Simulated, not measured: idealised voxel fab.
Name of the process module below: voxel self aligned contacts
Section cut is 285 nm wide and gridded with 5 nm square cells.
Cross-section = grid of square cells, listed top down in bands; band = one or more rows.
Top height, bottom height, nm. Materials left to right, width each, nm. Single material + "full width" = fills band edge to edge. "air" = empty.
Heights are measured from 0, the level below which the as-received wafer is all one material; the lowest band has no bottom and continues downward, written as in "z 0 and below".
With a width like "30->40", each row of cells in the band differs from the next by the same amount, the top row carrying the first number and the bottom row the second.
The cross-section has no changed cell in any step marked "all unchanged".
Closed-off voids of 8+ cells (no open route to the top) go in "Sealed internal voids", written width x height at distance from the left edge, in nm.
Text after the settings on a step's line: the simulator's own remark on that step.
"overlay nm" answers the question of how far to the right of plan the mask lay on a step that has a mask, and when it is negative the answer is to the left.
### The process steps that were planned are listed below
1 op RECEIVE | material Si
2 op OXIDIZE | depth nm 5
3 op DIRECTIONAL_DEP | material polySi | thk nm 20
4 op DIRECTIONAL_DEP | material SiN | thk nm 20
5 op PATTERN | tone cover | mask id GATE | material resist | width nm 30 | pitch nm 65 | thk nm 20 | overlay nm 0
6 op DIRECTIONAL_ETCH | etch materials SiN | depth nm 20
7 op DIRECTIONAL_ETCH | etch materials polySi | depth nm 20
8 op STRIP | etch materials resist
9 op CONFORMAL_DEP | material SiN | thk nm 10
10 op DIRECTIONAL_ETCH | etch materials SiN | depth nm 10
11 op FILL_DEP | material SiO2 | thk nm 15
12 op CMP | height nm 50
13 op MASKED_ETCH | tone open | mask id CONTACT | width nm 45 | etch materials SiO2 | depth nm 55 | overlay nm 0
14 op CONFORMAL_DEP | material TiN | thk nm 5
15 op FILL_DEP | material W | thk nm 10
16 op CMP | height nm 50
17 op CONFORMAL_DEP | material SiN | thk nm 5
### Cross-section of the incoming wafer, state after step 1
- z 0 and below: Si full width
- Sealed internal voids: none
### Final cross-section, module run with one mistake (start and plan as above)
- z 55 to 50: SiN full width
- z 50 to 35: SiO2 85; SiN 50; TiN 5; W 5; TiN 5; SiN 50; SiO2 85
- z 35 to 30: SiO2 85; SiN 50; TiN 15; SiN 50; SiO2 85
- z 30 to 20: SiN full width
- z 20 to 0: polySi full width
- z 0 to -5: SiO2 full width
- z -5 and below: Si full width
- Sealed internal voids: none
Want to know what went wrong? step 4 off recipe, ran as op DIRECTIONAL_DEP | material SiN | thk nm 30
